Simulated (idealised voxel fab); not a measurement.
Process module, titled voxel capacitor over wiring
FYI the section here is cut, 270 nm wide, cells are 5 nm squares.
Notation: cross-section as square-cell grid; stated in bands, top first, going down; one or more cell rows per band.
It is stipulated that each band's entry specify, in nanometres, the height of the top of the band and then that of its bottom, followed by the materials of the band in left-to-right sequence, each together with its width in nanometres. A single material marked by the word "edge to edge" is understood to fill the band from edge to edge; the word "blank" is understood to denote empty space.
It should be noted that heights are counted from 0, beneath which the wafer as supplied is of one material throughout, and that the lowest band possesses no lower boundary but continues downward, as written in "from 0 down".
Note: "30 to 40" means the width goes from the first number (top row of the band) to the second number (bottom row) in equal steps per row of cells.
For the purposes of this document, the phrase "left unchanged" attached to a step denotes that no cell within the cross-section was modified by that step.
Under "Closed void list" you'll find the enclosed gaps, the ones with no way out to the top, that are 8 cells or bigger; each reads width x height at distance, with distance counted from the left edge, everything in nm.
Read whatever lies past the settings on a step's line as the simulator's own remark about the step.
If you see "overlay nm" on a step's line and that step has a mask, it's telling you how far right of where it was planned the mask ended up; a negative number means it went left instead.

The planned process steps are enumerated hereunder
1 RECEIVE, material Si
2 CONFORMAL_DEP, material SiO2, thk nm 10
3 CONFORMAL_DEP, material SiN, thk nm 5
4 DIRECTIONAL_DEP, material SiO2, thk nm 20
5 DIRECTIONAL_DEP, material aC, thk nm 10
6 PATTERN, tone open, mask id METAL_1, material resist, width nm 25, pitch nm 80, thk nm 25, overlay nm 0
7 DIRECTIONAL_ETCH, etch materials aC, depth nm 10
8 STRIP, etch materials resist
9 DIRECTIONAL_ETCH, etch materials SiO2, depth nm 20
10 DIRECTIONAL_ETCH, etch materials SiN, depth nm 5
11 STRIP, etch materials aC
12 CONFORMAL_DEP, material TiN, thk nm 5
13 FILL_DEP, material Ru, thk nm 5
14 CMP, height nm 35
15 CONFORMAL_DEP, material SiCN, thk nm 5
16 DIRECTIONAL_DEP, material lowk, thk nm 10
17 PATTERN, tone open, mask id PLUG_1, material resist, width nm 15, thk nm 20, overlay nm 0
18 DIRECTIONAL_ETCH, etch materials lowk, depth nm 10
19 DIRECTIONAL_ETCH, etch materials SiCN, depth nm 5
20 STRIP, etch materials resist
21 CONFORMAL_DEP, material TiN, thk nm 5
22 FILL_DEP, material W, thk nm 10
23 CMP, height nm 50
24 DIRECTIONAL_DEP, material TiN, thk nm 5
25 DIRECTIONAL_DEP, material Al2O3, thk nm 5
26 DIRECTIONAL_DEP, material TiN, thk nm 5
27 DIRECTIONAL_DEP, material aC, thk nm 15
28 PATTERN, tone cover, mask id UPPER_PLATE, material resist, width nm 60, thk nm 35, overlay nm 0
29 DIRECTIONAL_ETCH, etch materials aC, depth nm 15
30 STRIP, etch materials resist
31 DIRECTIONAL_ETCH, etch materials TiN, depth nm 5
32 DIRECTIONAL_ETCH, etch materials Al2O3, depth nm 5
33 STRIP, etch materials aC
34 MASKED_ETCH, tone cover, mask id LOWER_PLATE, width nm 70, etch materials TiN, depth nm 5, overlay nm 0
35 FILL_DEP, material SiO2, thk nm 20
36 CMP, height nm 80
37 DIRECTIONAL_DEP, material aC, thk nm 15
38 PATTERN, tone open, mask id PLUG_2, material resist, width nm 15, thk nm 35, overlay nm 0
39 DIRECTIONAL_ETCH, etch materials aC, depth nm 15
40 STRIP, etch materials resist
41 DIRECTIONAL_ETCH, etch materials SiO2, depth nm 15
42 STRIP, etch materials aC
43 CONFORMAL_DEP, material TiN, thk nm 5
44 FILL_DEP, material Ru, thk nm 5
45 CMP, height nm 80
46 CONFORMAL_DEP, material SiN, thk nm 5

The following pertains to the first of two wafers, which was processed as planned

The cross-section here shows the wafer as received, i.e. in its state after step 1
- from 0 down | Si edge to edge
- Closed void list: none

Cross-section: wafer state after step 2
- from 10 to 0 | SiO2 edge to edge
- Anything lower than 0 is untouched.

Cross-section: wafer state after step 3
- from 15 to 10 | SiN edge to edge
- Anything lower than 10 is untouched.

Cross-section: wafer state after step 4
- from 35 to 15 | SiO2 edge to edge
- Anything lower than 15 is untouched.

Cross-section: wafer state after step 5
- from 45 to 35 | aC edge to edge
- Anything lower than 35 is untouched.

Cross-section: wafer state after step 6
- from 70 to 45 | 80 of resist, 25 of blank, 55 of resist, 25 of blank, 85 of resist
- Anything lower than 45 is untouched.

Cross-section: wafer state after step 7
- from 60 to 45 | 80 of resist, 25 of blank, 55 of resist, 25 of blank, 85 of resist
- from 45 to 35 | 80 of aC, 25 of blank, 55 of aC, 25 of blank, 85 of aC
- Anything lower than 35 is untouched.

Cross-section: wafer state after step 8
- from 45 to 35 | 80 of aC, 25 of blank, 55 of aC, 25 of blank, 85 of aC
- Anything lower than 35 is untouched.

Cross-section: wafer state after step 9
- from 45 to 35 | 80 of aC, 25 of blank, 55 of aC, 25 of blank, 85 of aC
- from 35 to 15 | 80 of SiO2, 25 of blank, 55 of SiO2, 25 of blank, 85 of SiO2
- Anything lower than 15 is untouched.

Cross-section: wafer state after step 10
- from 45 to 35 | 80 of aC, 25 of blank, 55 of aC, 25 of blank, 85 of aC
- from 35 to 15 | 80 of SiO2, 25 of blank, 55 of SiO2, 25 of blank, 85 of SiO2
- from 15 to 10 | 80 of SiN, 25 of blank, 55 of SiN, 25 of blank, 85 of SiN
- Anything lower than 10 is untouched.

Cross-section: wafer state after step 11
- from 35 to 15 | 80 of SiO2, 25 of blank, 55 of SiO2, 25 of blank, 85 of SiO2
- Anything lower than 15 is untouched.

Cross-section: wafer state after step 12
- from 40 to 35 | 85 of TiN, 15 of blank, 65 of TiN, 15 of blank, 90 of TiN
- from 35 to 15 | 80 of SiO2, 5 of TiN, 15 of blank, 5 of TiN, 55 of SiO2, 5 of TiN, 15 of blank, 5 of TiN, 85 of SiO2
- from 15 to 10 | 80 of SiN, 25 of TiN, 55 of SiN, 25 of TiN, 85 of SiN
- Anything lower than 10 is untouched.

Cross-section: wafer state after step 13
- from 45 to 40 | Ru edge to edge
- from 40 to 35 | 85 of TiN, 15 of Ru, 65 of TiN, 15 of Ru, 90 of TiN
- from 35 to 15 | 80 of SiO2, 5 of TiN, 15 of Ru, 5 of TiN, 55 of SiO2, 5 of TiN, 15 of Ru, 5 of TiN, 85 of SiO2
- Anything lower than 15 is untouched.

Cross-section: wafer state after step 14
- from 35 to 15 | 80 of SiO2, 5 of TiN, 15 of Ru, 5 of TiN, 55 of SiO2, 5 of TiN, 15 of Ru, 5 of TiN, 85 of SiO2
- Anything lower than 15 is untouched.

Cross-section: wafer state after step 15
- from 40 to 35 | SiCN edge to edge
- Anything lower than 35 is untouched.

Cross-section: wafer state after step 16
- from 50 to 40 | lowk edge to edge
- Anything lower than 40 is untouched.

Cross-section: wafer state after step 17
- from 70 to 50 | 90 of resist, 15 of blank, 165 of resist
- Anything lower than 50 is untouched.

Cross-section: wafer state after step 18
- from 70 to 50 | 90 of resist, 15 of blank, 165 of resist
- from 50 to 40 | 90 of lowk, 15 of blank, 165 of lowk
- Anything lower than 40 is untouched.

Cross-section: wafer state after step 19
- from 70 to 50 | 90 of resist, 15 of blank, 165 of resist
- from 50 to 40 | 90 of lowk, 15 of blank, 165 of lowk
- from 40 to 35 | 90 of SiCN, 15 of blank, 165 of SiCN
- Anything lower than 35 is untouched.

Cross-section: wafer state after step 20
- from 50 to 40 | 90 of lowk, 15 of blank, 165 of lowk
- Anything lower than 40 is untouched.

Cross-section: wafer state after step 21
- from 55 to 50 | 95 of TiN, 5 of blank, 170 of TiN
- from 50 to 40 | 90 of lowk, 5 of TiN, 5 of blank, 5 of TiN, 165 of lowk
- from 40 to 35 | 90 of SiCN, 15 of TiN, 165 of SiCN
- Anything lower than 35 is untouched.

Cross-section: wafer state after step 22
- from 65 to 55 | W edge to edge
- from 55 to 50 | 95 of TiN, 5 of W, 170 of TiN
- from 50 to 40 | 90 of lowk, 5 of TiN, 5 of W, 5 of TiN, 165 of lowk
- Anything lower than 40 is untouched.

Cross-section: wafer state after step 23
- from 50 to 40 | 90 of lowk, 5 of TiN, 5 of W, 5 of TiN, 165 of lowk
- Anything lower than 40 is untouched.

Cross-section: wafer state after step 24
- from 55 to 50 | TiN edge to edge
- Anything lower than 50 is untouched.

Cross-section: wafer state after step 25
- from 60 to 55 | Al2O3 edge to edge
- Anything lower than 55 is untouched.

Cross-section: wafer state after step 26
- from 65 to 60 | TiN edge to edge
- Anything lower than 60 is untouched.

Cross-section: wafer state after step 27
- from 80 to 65 | aC edge to edge
- Anything lower than 65 is untouched.

Cross-section: wafer state after step 28
- from 115 to 80 | 90 of blank, 60 of resist, 120 of blank
- Anything lower than 80 is untouched.

Cross-section: wafer state after step 29
- from 100 to 80 | 90 of blank, 60 of resist, 120 of blank
- from 80 to 65 | 90 of blank, 60 of aC, 120 of blank
- Anything lower than 65 is untouched.

Cross-section: wafer state after step 30
- from 80 to 65 | 90 of blank, 60 of aC, 120 of blank
- Anything lower than 65 is untouched.

Cross-section: wafer state after step 31
- from 80 to 65 | 90 of blank, 60 of aC, 120 of blank
- from 65 to 60 | 90 of blank, 60 of TiN, 120 of blank
- Anything lower than 60 is untouched.

Cross-section: wafer state after step 32
- from 80 to 65 | 90 of blank, 60 of aC, 120 of blank
- from 65 to 60 | 90 of blank, 60 of TiN, 120 of blank
- from 60 to 55 | 90 of blank, 60 of Al2O3, 120 of blank
- Anything lower than 55 is untouched.

Cross-section: wafer state after step 33
- from 65 to 60 | 90 of blank, 60 of TiN, 120 of blank
- Anything lower than 60 is untouched.

Cross-section: wafer state after step 34
- from 65 to 60 | 90 of blank, 60 of TiN, 120 of blank
- from 60 to 55 | 90 of blank, 60 of Al2O3, 120 of blank
- from 55 to 50 | 85 of blank, 70 of TiN, 115 of blank
- Anything lower than 50 is untouched.

Cross-section: wafer state after step 35
- from 85 to 65 | SiO2 edge to edge
- from 65 to 60 | 90 of SiO2, 60 of TiN, 120 of SiO2
- from 60 to 55 | 90 of SiO2, 60 of Al2O3, 120 of SiO2
- from 55 to 50 | 85 of SiO2, 70 of TiN, 115 of SiO2
- Anything lower than 50 is untouched.

Cross-section: wafer state after step 36
- from 80 to 65 | SiO2 edge to edge
- Anything lower than 65 is untouched.

Cross-section: wafer state after step 37
- from 95 to 80 | aC edge to edge
- Anything lower than 80 is untouched.

Cross-section: wafer state after step 38
- from 130 to 95 | 100 of resist, 15 of blank, 155 of resist
- Anything lower than 95 is untouched.

Cross-section: wafer state after step 39
- from 115 to 95 | 100 of resist, 15 of blank, 155 of resist
- from 95 to 80 | 100 of aC, 15 of blank, 155 of aC
- Anything lower than 80 is untouched.

Cross-section: wafer state after step 40
- from 95 to 80 | 100 of aC, 15 of blank, 155 of aC
- Anything lower than 80 is untouched.

Cross-section: wafer state after step 41
- from 95 to 80 | 100 of aC, 15 of blank, 155 of aC
- from 80 to 65 | 100 of SiO2, 15 of blank, 155 of SiO2
- Anything lower than 65 is untouched.

Cross-section: wafer state after step 42
- from 80 to 65 | 100 of SiO2, 15 of blank, 155 of SiO2
- Anything lower than 65 is untouched.

Cross-section: wafer state after step 43
- from 85 to 80 | 105 of TiN, 5 of blank, 160 of TiN
- from 80 to 70 | 100 of SiO2, 5 of TiN, 5 of blank, 5 of TiN, 155 of SiO2
- from 70 to 60 | 100 to 90 of SiO2, 15 to 60 of TiN, 155 to 120 of SiO2
- Anything lower than 60 is untouched.

Cross-section: wafer state after step 44
- from 90 to 85 | Ru edge to edge
- from 85 to 80 | 105 of TiN, 5 of Ru, 160 of TiN
- from 80 to 70 | 100 of SiO2, 5 of TiN, 5 of Ru, 5 of TiN, 155 of SiO2
- Anything lower than 70 is untouched.

Cross-section: wafer state after step 45
- from 80 to 70 | 100 of SiO2, 5 of TiN, 5 of Ru, 5 of TiN, 155 of SiO2
- Anything lower than 70 is untouched.

Cross-section: wafer state after step 46
- from 85 to 80 | SiN edge to edge
- Anything lower than 80 is untouched.

Now the other wafer: same start, same recipe, but we messed up one thing when running it. Up to and including step 24 it's the same as the first one

Second wafer cross-section, taken as of the time the plan sets for step 25 to be done
- from 70 to 55 | Al2O3 edge to edge
- Anything lower than 55 is untouched.

Second wafer cross-section, taken as of the time the plan sets for step 26 to be done
- from 75 to 70 | TiN edge to edge
- Anything lower than 70 is untouched.

Second wafer cross-section, taken as of the time the plan sets for step 27 to be done
- from 90 to 75 | aC edge to edge
- Anything lower than 75 is untouched.

Second wafer cross-section, taken as of the time the plan sets for step 28 to be done
- from 125 to 90 | 90 of blank, 60 of resist, 120 of blank
- Anything lower than 90 is untouched.

Second wafer cross-section, taken as of the time the plan sets for step 29 to be done
- from 110 to 90 | 90 of blank, 60 of resist, 120 of blank
- from 90 to 75 | 90 of blank, 60 of aC, 120 of blank
- Anything lower than 75 is untouched.

Second wafer cross-section, taken as of the time the plan sets for step 30 to be done
- from 90 to 75 | 90 of blank, 60 of aC, 120 of blank
- Anything lower than 75 is untouched.

Second wafer cross-section, taken as of the time the plan sets for step 31 to be done
- from 90 to 75 | 90 of blank, 60 of aC, 120 of blank
- from 75 to 70 | 90 of blank, 60 of TiN, 120 of blank
- Anything lower than 70 is untouched.

Second wafer cross-section, taken as of the time the plan sets for step 32 to be done
- from 90 to 75 | 90 of blank, 60 of aC, 120 of blank
- from 75 to 70 | 90 of blank, 60 of TiN, 120 of blank
- from 70 to 65 | 90 of blank, 60 of Al2O3, 120 of blank
- Anything lower than 65 is untouched.

Second wafer cross-section, taken as of the time the plan sets for step 33 to be done
- from 75 to 70 | 90 of blank, 60 of TiN, 120 of blank
- Anything lower than 70 is untouched.

Second wafer cross-section, taken as of the time the plan sets for step 34 to be done: left unchanged

Second wafer cross-section, taken as of the time the plan sets for step 35 to be done
- from 95 to 75 | SiO2 edge to edge
- from 75 to 70 | 90 of SiO2, 60 of TiN, 120 of SiO2
- from 70 to 65 | 90 of SiO2, 60 of Al2O3, 120 of SiO2
- Anything lower than 65 is untouched.

Second wafer cross-section, taken as of the time the plan sets for step 36 to be done
- from 80 to 75 | SiO2 edge to edge
- Anything lower than 75 is untouched.

Second wafer cross-section, taken as of the time the plan sets for step 37 to be done
- from 95 to 80 | aC edge to edge
- Anything lower than 80 is untouched.

Second wafer cross-section, taken as of the time the plan sets for step 38 to be done
- from 130 to 95 | 100 of resist, 15 of blank, 155 of resist
- Anything lower than 95 is untouched.

Second wafer cross-section, taken as of the time the plan sets for step 39 to be done
- from 115 to 95 | 100 of resist, 15 of blank, 155 of resist
- from 95 to 80 | 100 of aC, 15 of blank, 155 of aC
- Anything lower than 80 is untouched.

Second wafer cross-section, taken as of the time the plan sets for step 40 to be done
- from 95 to 80 | 100 of aC, 15 of blank, 155 of aC
- Anything lower than 80 is untouched.

Second wafer cross-section, taken as of the time the plan sets for step 41 to be done
- from 95 to 80 | 100 of aC, 15 of blank, 155 of aC
- from 80 to 75 | 100 of SiO2, 15 of blank, 155 of SiO2
- Anything lower than 75 is untouched.

Second wafer cross-section, taken as of the time the plan sets for step 42 to be done
- from 80 to 75 | 100 of SiO2, 15 of blank, 155 of SiO2
- Anything lower than 75 is untouched.

Second wafer cross-section, taken as of the time the plan sets for step 43 to be done
- from 85 to 80 | 105 of TiN, 5 of blank, 160 of TiN
- from 80 to 70 | 100 to 90 of SiO2, 15 to 60 of TiN, 155 to 120 of SiO2
- Anything lower than 70 is untouched.

Second wafer cross-section, taken as of the time the plan sets for step 44 to be done
- from 90 to 85 | Ru edge to edge
- from 85 to 80 | 105 of TiN, 5 of Ru, 160 of TiN
- Anything lower than 80 is untouched.

Second wafer cross-section, taken as of the time the plan sets for step 45 to be done
- from 80 to 70 | 100 to 90 of SiO2, 15 to 60 of TiN, 155 to 120 of SiO2
- Anything lower than 70 is untouched.

Second wafer cross-section, taken as of the time the plan sets for step 46 to be done
- from 85 to 80 | SiN edge to edge
- Anything lower than 80 is untouched.
Run error: for step 25, the planned setting was not used; the step was instead run as DIRECTIONAL_DEP, material Al2O3, thk nm 15
Bottom line after processing is that, in cells, the second wafer is up or down on some materials versus the first: Al2O3: 108 more, Ru: 2 fewer, SiO2: 142 fewer, TiN: 36 more
